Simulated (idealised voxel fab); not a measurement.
process module | voxel released beams
cross-section cut | 285 nm wide | cells 5 nm
A cross-section is a grid of square cells, given in bands from the top down. A band is one or more rows of cells.
Each band's line starts with the height of the band's top and of its bottom, in nm. Then come its materials from left to right, each with its width in nm. One material with "throughout" fills the band from edge to edge. "air" is empty space.
Height 0 is the level under which the wafer as received is all one material. The lowest band goes on downwards, as in "0 down".
A width such as "30 to 40" changes by the same amount from each row of cells to the next, from the band's top row to its bottom row.
"no change" after a step means that no cell of the cross-section changed.
closed voids: empty space of 8 cells or more with no open way to the top, each as width x height at its distance from the left edge, in nm
after a step's settings: what the simulator itself notes on the step
overlay nm, on a step with a mask: how far to the right of its planned place the mask lay; to the left if negative
plan
1 op RECEIVE | material Si
2 op CONFORMAL_DEP | material SiN | thk nm 10
3 op DIRECTIONAL_DEP | material SiO2 | thk nm 10
4 op MASKED_ETCH | tone open | mask id ANCHOR | width nm 25 | etch materials SiO2 | depth nm 10 | overlay nm 0
5 op CONFORMAL_DEP | material polySi | thk nm 10
6 op DIRECTIONAL_DEP | material aC | thk nm 15
7 op PATTERN | tone cover | mask id BEAM | material resist | width nm 90 | thk nm 30 | overlay nm 0
8 op DIRECTIONAL_ETCH | etch materials aC | depth nm 15
9 op STRIP | etch materials resist
10 op DIRECTIONAL_ETCH | etch materials polySi | depth nm 10
11 op STRIP | etch materials aC
12 op STRIP | etch materials SiO2
as received, after step 1
  0 down: Si throughout
  closed voids: none
first wafer at the end, as planned
  30 to 20: air 95 | polySi 15 | air 5 | polySi 70 | air 100
  20 to 10: air 100 | polySi 25 | air 160
  10 to 0: SiN throughout
  0 down: Si throughout
  closed voids: none
second wafer at the end: like start, like plan, one mistake
  30 to 20: air 95 | polySi 40 | air 150
  20 to 10: air 90 | polySi 10 | SiO2 25 | polySi 60 | air 100
  10 to 0: SiN throughout
  0 down: Si throughout
  closed voids: none
what went wrong: step 4 ran as: op MASKED_ETCH | tone cover | mask id ANCHOR | width nm 25 | etch materials SiO2 | depth nm 10 | overlay nm 0
at the end the second wafer has, in cells: 10 more of SiO2
